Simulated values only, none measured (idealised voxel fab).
Process module name: voxel released beams
The cross-section on display is named cut; it measures 260 nm wide, and its cells are 5 nm squares.
In this document a cross-section is written as a grid of square cells. It is given as a series of bands, listed from the top down, and a band is one or more rows of cells. The band entry comprises the height of the band's top followed by the height of its bottom, expressed in nm, and subsequently the band's materials from left to right, each stated together with its width in nm. Where a single material is marked with the word "all across", that material fills the band from edge to edge. The word "blank" represents empty space. Counting heights begins at 0, where everything beneath is, in the wafer as received, one material. The lowest band has no bottom; it goes on downwards, as "top 0, no bottom" shows. Width: "30..40" (first number = top row, second number = bottom row, same change from row to row of cells). The designation "no alteration", where it is given for a processing step, indicates that no cell of the cross-section was altered in the course of that step. In "Fully closed voids" the enclosed voids are listed, meaning empty spaces of 8 cells or larger without any opening to the top. The form is width x height at distance, distance from the left edge, units nm. Read whatever lies past the settings on a step's line as the simulator's own remark about the step. A step's line can hold "overlay nm"; with a mask on that step, the setting says how far right of the planned place the mask lay, while a negative setting says it lay to the left.

-- Intended process steps
step 1: RECEIVE | material Si
step 2: CONFORMAL_DEP | material Al2O3 | thk nm 10
step 3: DIRECTIONAL_DEP | material SiO2 | thk nm 20
step 4: MASKED_ETCH | tone open | mask id ANCHOR | width nm 45 | etch materials SiO2 | depth nm 20 | overlay nm 0
step 5: CONFORMAL_DEP | material W | thk nm 15
step 6: MASKED_ETCH | tone cover | mask id BEAM | width nm 95 | etch materials W | depth nm 15 | overlay nm 0
step 7: STRIP | etch materials SiO2

-- Received-state cross-section, reflecting completion of step 1
  top 0, no bottom = Si all across
  Fully closed voids: none

-- What the wafer looks like in cross-section after this module, when it starts as shown above and follows the plan above but one mistake is made in running it
  top 45, bottom 30 = blank 80  W 95  blank 85
  top 30, bottom 20 = Al2O3 all across
  top 20, bottom 0 = SiO2 all across
  top 0, no bottom = Si all across
  Fully closed voids: none
What broke from the plan during processing? steps 2 and 3 got flipped, so each one ran where the other should have
